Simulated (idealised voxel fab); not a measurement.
process module | voxel quadruple lines
cross-section cut | 205 nm wide | cells 5 nm
A cross-section is a grid of square cells, given in bands from the top down. A band is one or more rows of cells.
Each band's line starts with the height of the band's top and of its bottom, in nm. Then come its materials from left to right, each with its width in nm. One material with "throughout" fills the band from edge to edge. "air" is empty space.
Height 0 is the level under which the wafer as received is all one material. The lowest band goes on downwards, as in "0 down".
A width such as "30 to 40" changes by the same amount from each row of cells to the next, from the band's top row to its bottom row.
"no change" after a step means that no cell of the cross-section changed.
closed voids: empty space of 8 cells or more with no open way to the top, each as width x height at its distance from the left edge, in nm
after a step's settings: what the simulator itself notes on the step
overlay nm, on a step with a mask: how far to the right of its planned place the mask lay; to the left if negative
plan
1 op RECEIVE | material Si
2 op CONFORMAL_DEP | material Al2O3 | thk nm 5
3 op DIRECTIONAL_DEP | material W | thk nm 10
4 op DIRECTIONAL_DEP | material polySi | thk nm 20
5 op DIRECTIONAL_DEP | material aC | thk nm 20
6 op PATTERN | tone cover | mask id MANDREL | material resist | width nm 25 | thk nm 30 | overlay nm 0
7 op DIRECTIONAL_ETCH | etch materials aC | depth nm 20
8 op STRIP | etch materials resist
9 op CONFORMAL_DEP | material SiO2 | thk nm 15
10 op DIRECTIONAL_ETCH | etch materials SiO2 | depth nm 15
11 op STRIP | etch materials aC
12 op DIRECTIONAL_ETCH | etch materials polySi | depth nm 20
13 op STRIP | etch materials SiO2
14 op CONFORMAL_DEP | material SiN | thk nm 5
15 op DIRECTIONAL_ETCH | etch materials SiN | depth nm 5
16 op STRIP | etch materials polySi
17 op DIRECTIONAL_ETCH | etch materials W | depth nm 10
18 op STRIP | etch materials SiN
varied across the wafers: thk nm of step 14. The plan shows the first wafer's value. All wafers start alike
first wafer as received, after step 1
  0 down: Si throughout
  closed voids: none
each wafer at the end: cells of each material gained (+) or lost (-) since it was received, then its closed voids
thk nm 5 | +41 Al2O3 | +8 W | closed voids: none
thk nm 10 | +41 Al2O3 | +82 W | +24 polySi | closed voids: none
thk nm 15 | +41 Al2O3 | +82 W | +24 polySi | closed voids: none
thk nm 20 | +41 Al2O3 | +82 W | +24 polySi | closed voids: none
